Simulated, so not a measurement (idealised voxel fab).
Process module under the name voxel self aligned vias
Xsec cut, 220 nm wide, square cell size 5 nm.
We lay out every cross-section as a grid of square cells and spell it out in bands from the top down, where one band means one or more rows of cells.
Band entry format. Leading values: height of top, height of bottom, nm. Remainder: materials in left-to-right order, each with its width in nm. Special words: "everywhere" on a single material, which then fills the band edge to edge; "blank", empty space.
Where do heights start? At 0: under that level the wafer as delivered is made of one material only. And the lowest band has no floor; it just carries on downward, as in "top 0, no bottom".
A two-number width, for instance "30 to 40", indicates that the width is equal to the first number in the top row of the band and to the second number in the bottom row, and that it changes by a constant amount per row of cells.
"same as before" means the step left every cell of the cross-section as it was.
Reported under the label "Voids, sealed" are the empty spaces having no open way to the top and comprising 8 cells or more; the notation for each is width x height at distance, in which the distance is measured from the left edge and all three values are in nm.
On a step's line, text after the settings is the simulator commenting on that step.
overlay nm: step with mask; distance mask lay right of planned place; negative value = left of planned place.

The steps planned for the process are as follows:
- 1: RECEIVE with material Si
- 2: CONFORMAL_DEP with material SiO2, thk nm 10
- 3: CONFORMAL_DEP with material SiCN, thk nm 5
- 4: DIRECTIONAL_DEP with material lowk, thk nm 30
- 5: DIRECTIONAL_DEP with material aC, thk nm 10
- 6: PATTERN with tone open, mask id LINES, material resist, width nm 30, pitch nm 70, thk nm 30, overlay nm 0
- 7: DIRECTIONAL_ETCH with etch materials aC, depth nm 10
- 8: STRIP with etch materials resist
- 9: DIRECTIONAL_ETCH with etch materials lowk, depth nm 30
- 10: STRIP with etch materials aC
- 11: CONFORMAL_DEP with material TiN, thk nm 5
- 12: FILL_DEP with material W, thk nm 5
- 13: CMP with height nm 45
- 14: SELECTIVE_ETCH with etch materials W Ru TiN, depth nm 10
- 15: FILL_DEP with material SiN, thk nm 10
- 16: CMP with height nm 45
- 17: DIRECTIONAL_DEP with material lowk, thk nm 15
- 18: MASKED_ETCH with tone open, mask id VIAS, width nm 40, pitch nm 70, etch materials lowk, depth nm 15, overlay nm 0
- 19: MASKED_ETCH with tone open, mask id VIAS, width nm 40, pitch nm 70, etch materials SiN, depth nm 10, overlay nm 0
- 20: CONFORMAL_DEP with material TiN, thk nm 5
- 21: FILL_DEP with material W, thk nm 10
- 22: CMP with height nm 60
- 23: CONFORMAL_DEP with material SiCN, thk nm 5

Delivered wafer in cross-section: state after step 1:
> top 0, no bottom = Si everywhere
> Voids, sealed: none

Starting wafer: above. Plan: above. Run: one mistake. Cross-section after the module: below:
> top 65, bottom 60 = SiCN everywhere
> top 60, bottom 50 = 55 lowk  5 TiN  30 W  5 TiN  30 lowk  5 TiN  30 W  5 TiN  55 lowk
> top 50, bottom 45 = 55 lowk  5 TiN  15 W  20 TiN  30 lowk  5 TiN  15 W  20 TiN  55 lowk
> top 45, bottom 40 = 50 lowk  5 SiN  5 TiN  15 W  5 TiN  40 lowk  5 SiN  5 TiN  15 W  5 TiN  70 lowk
> top 40, bottom 35 = 50 lowk  5 SiN  25 TiN  40 lowk  5 SiN  25 TiN  70 lowk
> top 35, bottom 20 = 50 lowk  5 TiN  20 W  5 TiN  40 lowk  5 TiN  20 W  5 TiN  70 lowk
> top 20, bottom 15 = 50 lowk  30 TiN  40 lowk  30 TiN  70 lowk
> top 15, bottom 10 = SiCN everywhere
> top 10, bottom 0 = SiO2 everywhere
> top 0, no bottom = Si everywhere
> Voids, sealed: none
Run error: step 6 was run on a setting that differed from the plan, and what really ran there is PATTERN with tone open, mask id LINES, material resist, width nm 30, pitch nm 70, thk nm 30, overlay nm -10
